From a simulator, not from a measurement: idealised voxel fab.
Process module under the name voxel ribs on slabs
It is cross-section cut that appears here, measuring 240 nm in width, its square cells being 5 nm in size.
Cross-section = grid of square cells, listed top down in bands; band = one or more rows.
This entry defines a band. It first specifies the height of the band's top and the height of its bottom in nm, and then specifies the band's materials from left to right, stating each material with its width in nm. The word "full width" identifies a single material that fills the band from edge to edge, while the word "air" identifies empty space.
Heights from 0 (as-received wafer is one material below). Bottom band endless downward, as "from 0 down".
The two numbers in a width such as "30..40" mark its ends across the band: the first belongs to the top row of cells, the second to the bottom row, and from each row to the next the width moves by the same amount.
Basically "all unchanged" means that step didn't change any cell in the cross-section.
The entry "Sealed-off cavities" lists the empty spaces that cover at least 8 cells and have no open path to the top. Each is written as width x height at distance, where the distance is measured from the left edge and all three values are in nm.
Where a step's line continues beyond its settings, the continuation is a remark by the simulator itself on that step.
overlay nm: right-of-plan distance of the mask on a masked step; negative values mean left-of-plan.

## Below is the list of planned process steps
- 1: RECEIVE: material Si
- 2: DIRECTIONAL_DEP: material SiO2, thk nm 30
- 3: DIRECTIONAL_DEP: material SiN, thk nm 20
- 4: MASKED_ETCH: tone cover, mask id RIB, width nm 30, etch materials SiN, depth nm 10, overlay nm 0
- 5: PATTERN: tone cover, mask id SLAB, material resist, width nm 70, thk nm 15, overlay nm 0
- 6: DIRECTIONAL_ETCH: etch materials SiN, depth nm 10
- 7: STRIP: etch materials resist
- 8: FILL_DEP: material SiO2, thk nm 25
- 9: CMP: height nm 65
- 10: DIRECTIONAL_DEP: material TiN, thk nm 5
- 11: MASKED_ETCH: tone cover, mask id HEATER, width nm 40, etch materials TiN, depth nm 5, overlay nm 0
- 12: CONFORMAL_DEP: material SiN, thk nm 10

## Wafer, first of two, run as planned

## Incoming wafer in cross-section (state: after step 1)
* from 0 down: Si full width
* Sealed-off cavities: none

## Upon completion of step 2, the wafer appears in cross-section as shown
* from 30 to 0: SiO2 full width
* Beneath the level 0, the cross-section is identical to its previous state.

## Upon completion of step 3, the wafer appears in cross-section as shown
* from 50 to 30: SiN full width
* Beneath the level 30, the cross-section is identical to its previous state.

## Upon completion of step 4, the wafer appears in cross-section as shown
* from 50 to 40: air 105, SiN 30, air 105
* Beneath the level 40, the cross-section is identical to its previous state.

## Upon completion of step 5, the wafer appears in cross-section as shown
* from 65 to 50: air 85, resist 70, air 85
* from 50 to 40: air 85, resist 20, SiN 30, resist 20, air 85
* Beneath the level 40, the cross-section is identical to its previous state.

## Upon completion of step 6, the wafer appears in cross-section as shown
* from 65 to 50: air 85, resist 70, air 85
* from 50 to 40: air 85, resist 20, SiN 30, resist 20, air 85
* from 40 to 30: air 85, SiN 70, air 85
* Beneath the level 30, the cross-section is identical to its previous state.

## Upon completion of step 7, the wafer appears in cross-section as shown
* from 50 to 40: air 105, SiN 30, air 105
* Beneath the level 40, the cross-section is identical to its previous state.

## Upon completion of step 8, the wafer appears in cross-section as shown
* from 75 to 50: SiO2 full width
* from 50 to 40: SiO2 105, SiN 30, SiO2 105
* from 40 to 30: SiO2 85, SiN 70, SiO2 85
* Beneath the level 30, the cross-section is identical to its previous state.

## Upon completion of step 9, the wafer appears in cross-section as shown
* from 65 to 50: SiO2 full width
* Beneath the level 50, the cross-section is identical to its previous state.

## Upon completion of step 10, the wafer appears in cross-section as shown
* from 70 to 65: TiN full width
* Beneath the level 65, the cross-section is identical to its previous state.

## Upon completion of step 11, the wafer appears in cross-section as shown
* from 70 to 65: air 100, TiN 40, air 100
* Beneath the level 65, the cross-section is identical to its previous state.

## Upon completion of step 12, the wafer appears in cross-section as shown
* from 80 to 75: air 90, SiN 60, air 90
* from 75 to 70: SiN full width
* from 70 to 65: SiN 100, TiN 40, SiN 100
* Beneath the level 65, the cross-section is identical to its previous state.

## The second wafer: identical to the first at the outset and in its planned sequence, differing only in that one mistake was made during processing; up to and including step 1, its path is the first wafer's path

## Cross-section, second wafer, at the end time the plan gives for step 2
* from 20 to 0: SiN full width
* Beneath the level 0, the cross-section is identical to its previous state.

## Cross-section, second wafer, at the end time the plan gives for step 3
* from 50 to 20: SiO2 full width
* Beneath the level 20, the cross-section is identical to its previous state.

Cross-section, second wafer, at the end time the plan gives for step 4: all unchanged

## Cross-section, second wafer, at the end time the plan gives for step 5
* from 65 to 50: air 85, resist 70, air 85
* Beneath the level 50, the cross-section is identical to its previous state.

Cross-section, second wafer, at the end time the plan gives for step 6: all unchanged

## Cross-section, second wafer, at the end time the plan gives for step 7
* from 50 to 20: SiO2 full width
* Beneath the level 20, the cross-section is identical to its previous state.

## Cross-section, second wafer, at the end time the plan gives for step 8
* from 75 to 20: SiO2 full width
* Beneath the level 20, the cross-section is identical to its previous state.

## Cross-section, second wafer, at the end time the plan gives for step 9
* from 65 to 20: SiO2 full width
* Beneath the level 20, the cross-section is identical to its previous state.

## Cross-section, second wafer, at the end time the plan gives for step 10
* from 70 to 65: TiN full width
* Beneath the level 65, the cross-section is identical to its previous state.

## Cross-section, second wafer, at the end time the plan gives for step 11
* from 70 to 65: air 100, TiN 40, air 100
* Beneath the level 65, the cross-section is identical to its previous state.

## Cross-section, second wafer, at the end time the plan gives for step 12
* from 80 to 75: air 90, SiN 60, air 90
* from 75 to 70: SiN full width
* from 70 to 65: SiN 100, TiN 40, SiN 100
* Beneath the level 65, the cross-section is identical to its previous state.
What was done differently from what was planned? sequence error: steps 2 and 3 interchanged
Final comparison by cell count, materials where the second wafer has more or fewer than the first: SiN: 152 more, SiO2: 152 fewer
